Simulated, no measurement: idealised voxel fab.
voxel air gaps: a process module
Square cell edge 5 nm, section width 205 nm, ID cut.
For the purposes of this document, a cross-section shall be understood as a grid of square cells, specified as bands listed in top-to-bottom order, each band consisting of one or more rows of cells.
Within each band entry, the heights of the top and of the bottom of the band appear first, in that order and in nm; the materials of the band then follow from left to right, each with its corresponding width in nm. The designation "everywhere" on a single material indicates that it fills the band from edge to edge; the designation "empty" indicates empty space.
Heads up on the height convention: 0 is the point under which the incoming wafer is all one material, and the lowest band has no bottom, it just keeps going down, like "0 -> down".
So if you see something like "30->40" for the width, read it as the top row of the band sitting at the first number and the bottom row at the second, with every row in between moving by the same amount as the last.
What does "no alterations made" mean for a step? It means no cell of the cross-section changed in that step.
"Closed void listing" lists enclosed empty spaces (at least 8 cells, no open path upward to the top), each as width x height at distance from the left edge, in nm.
after a step's settings: what the simulator itself notes on the step
overlay nm: mask offset rightward from planned place, masked step; negative means leftward offset.

# This section lists the process steps that were planned
step 1: RECEIVE | material Si
step 2: CONFORMAL_DEP | material SiO2 | thk nm 10
step 3: CONFORMAL_DEP | material SiCN | thk nm 5
step 4: DIRECTIONAL_DEP | material SiO2 | thk nm 30
step 5: PATTERN | tone open | mask id LINES | material resist | width nm 20 | pitch nm 45 | thk nm 20 | overlay nm 0
step 6: DIRECTIONAL_ETCH | etch materials SiO2 | depth nm 30
step 7: STRIP | etch materials resist
step 8: CONFORMAL_DEP | material TiN | thk nm 5
step 9: FILL_DEP | material Cu | thk nm 10
step 10: CMP | height nm 45
step 11: EPI | material Ru | thk nm 10
step 12: SELECTIVE_ETCH | etch materials SiO2 | depth nm 40
step 13: CONFORMAL_DEP | material SiCN | thk nm 5

# First of two wafers, with the run carried out as planned

# Cross-sectional view of the wafer in its as-received condition, corresponding to the state after step 1
* 0 -> down = Si everywhere
* Closed void listing: none

# After step 2, in cross-section
* 10 -> 0 = SiO2 everywhere
* Whatever lies below 0 is exactly as it was before.

# After step 3, in cross-section
* 15 -> 10 = SiCN everywhere
* Whatever lies below 10 is exactly as it was before.

# After step 4, in cross-section
* 45 -> 15 = SiO2 everywhere
* Whatever lies below 15 is exactly as it was before.

# After step 5, in cross-section
* 65 -> 45 = resist: 45, then empty: 20, then resist: 25, then empty: 20, then resist: 25, then empty: 20, then resist: 50
* Whatever lies below 45 is exactly as it was before.

# After step 6, in cross-section
* 65 -> 45 = resist: 45, then empty: 20, then resist: 25, then empty: 20, then resist: 25, then empty: 20, then resist: 50
* 45 -> 15 = SiO2: 45, then empty: 20, then SiO2: 25, then empty: 20, then SiO2: 25, then empty: 20, then SiO2: 50
* Whatever lies below 15 is exactly as it was before.

# After step 7, in cross-section
* 45 -> 15 = SiO2: 45, then empty: 20, then SiO2: 25, then empty: 20, then SiO2: 25, then empty: 20, then SiO2: 50
* Whatever lies below 15 is exactly as it was before.

# After step 8, in cross-section
* 50 -> 45 = TiN: 50, then empty: 10, then TiN: 35, then empty: 10, then TiN: 35, then empty: 10, then TiN: 55
* 45 -> 20 = SiO2: 45, then TiN: 5, then empty: 10, then TiN: 5, then SiO2: 25, then TiN: 5, then empty: 10, then TiN: 5, then SiO2: 25, then TiN: 5, then empty: 10, then TiN: 5, then SiO2: 50
* 20 -> 15 = SiO2: 45, then TiN: 20, then SiO2: 25, then TiN: 20, then SiO2: 25, then TiN: 20, then SiO2: 50
* Whatever lies below 15 is exactly as it was before.

# After step 9, in cross-section
* 60 -> 50 = Cu everywhere
* 50 -> 45 = TiN: 50, then Cu: 10, then TiN: 35, then Cu: 10, then TiN: 35, then Cu: 10, then TiN: 55
* 45 -> 20 = SiO2: 45, then TiN: 5, then Cu: 10, then TiN: 5, then SiO2: 25, then TiN: 5, then Cu: 10, then TiN: 5, then SiO2: 25, then TiN: 5, then Cu: 10, then TiN: 5, then SiO2: 50
* Whatever lies below 20 is exactly as it was before.

# After step 10, in cross-section
* 45 -> 20 = SiO2: 45, then TiN: 5, then Cu: 10, then TiN: 5, then SiO2: 25, then TiN: 5, then Cu: 10, then TiN: 5, then SiO2: 25, then TiN: 5, then Cu: 10, then TiN: 5, then SiO2: 50
* Whatever lies below 20 is exactly as it was before.

# After step 11, in cross-section
* 55 -> 45 = empty: 35, then Ru: 40, then empty: 5, then Ru: 40, then empty: 5, then Ru: 40, then empty: 40
* Whatever lies below 45 is exactly as it was before.

# After step 12, in cross-section
* 55 -> 45 = empty: 35, then Ru: 40, then empty: 5, then Ru: 40, then empty: 5, then Ru: 40, then empty: 40
* 45 -> 20 = empty: 45, then TiN: 5, then Cu: 10, then TiN: 5, then empty: 25, then TiN: 5, then Cu: 10, then TiN: 5, then empty: 25, then TiN: 5, then Cu: 10, then TiN: 5, then empty: 50
* 20 -> 15 = empty: 45, then TiN: 20, then empty: 25, then TiN: 20, then empty: 25, then TiN: 20, then empty: 50
* Whatever lies below 15 is exactly as it was before.

# After step 13, in cross-section
* 60 -> 55 = empty: 30, then SiCN: 140, then empty: 35
* 55 -> 45 = empty: 30, then SiCN: 5, then Ru: 40, then SiCN: 5, then Ru: 40, then SiCN: 5, then Ru: 40, then SiCN: 5, then empty: 35
* 45 -> 40 = empty: 30, then SiCN: 15, then TiN: 5, then Cu: 10, then TiN: 5, then SiCN: 25, then TiN: 5, then Cu: 10, then TiN: 5, then SiCN: 25, then TiN: 5, then Cu: 10, then TiN: 5, then SiCN: 15, then empty: 35
* 40 -> 20 = empty: 40, then SiCN: 5, then TiN: 5, then Cu: 10, then TiN: 5, then SiCN: 5, then empty: 15, then SiCN: 5, then TiN: 5, then Cu: 10, then TiN: 5, then SiCN: 5, then empty: 15, then SiCN: 5, then TiN: 5, then Cu: 10, then TiN: 5, then SiCN: 5, then empty: 45
* 20 -> 15 = SiCN: 45, then TiN: 20, then SiCN: 25, then TiN: 20, then SiCN: 25, then TiN: 20, then SiCN: 50
* Whatever lies below 15 is exactly as it was before.
* Closed void listing: 15 x 20 at 70; 15 x 20 at 115

# Regarding the second of the two wafers: it shared the first wafer's starting condition and process plan, yet one error occurred during its execution. Its history coincides with that of the first wafer up to and including step 10

# Second wafer cross-section, taken as of the time the plan sets for step 11 to be done
* 65 -> 45 = empty: 25, then Ru: 150, then empty: 30
* Whatever lies below 45 is exactly as it was before.

# Second wafer cross-section, taken as of the time the plan sets for step 12 to be done
* 65 -> 45 = empty: 25, then Ru: 150, then empty: 30
* 45 -> 20 = empty: 45, then TiN: 5, then Cu: 10, then TiN: 5, then SiO2: 25, then TiN: 5, then Cu: 10, then TiN: 5, then SiO2: 25, then TiN: 5, then Cu: 10, then TiN: 5, then empty: 50
* 20 -> 15 = empty: 45, then TiN: 20, then SiO2: 25, then TiN: 20, then SiO2: 25, then TiN: 20, then empty: 50
* Whatever lies below 15 is exactly as it was before.

# Second wafer cross-section, taken as of the time the plan sets for step 13 to be done
* 70 -> 65 = empty: 20, then SiCN: 160, then empty: 25
* 65 -> 45 = empty: 20, then SiCN: 5, then Ru: 150, then SiCN: 5, then empty: 25
* 45 -> 40 = empty: 20, then SiCN: 25, then TiN: 5, then Cu: 10, then TiN: 5, then SiO2: 25, then TiN: 5, then Cu: 10, then TiN: 5, then SiO2: 25, then TiN: 5, then Cu: 10, then TiN: 5, then SiCN: 25, then empty: 25
* 40 -> 20 = empty: 40, then SiCN: 5, then TiN: 5, then Cu: 10, then TiN: 5, then SiO2: 25, then TiN: 5, then Cu: 10, then TiN: 5, then SiO2: 25, then TiN: 5, then Cu: 10, then TiN: 5, then SiCN: 5, then empty: 45
* 20 -> 15 = SiCN: 45, then TiN: 20, then SiO2: 25, then TiN: 20, then SiO2: 25, then TiN: 20, then SiCN: 50
* Whatever lies below 15 is exactly as it was before.
what went wrong: in the plan, step 11 was performed twice
Bottom line after processing is that, in cells, the second wafer is up or down on some materials versus the first: Ru +72; SiCN -28; SiO2 +60
Heads up: the first wafer ends with 2 closed voids, the second with 0.
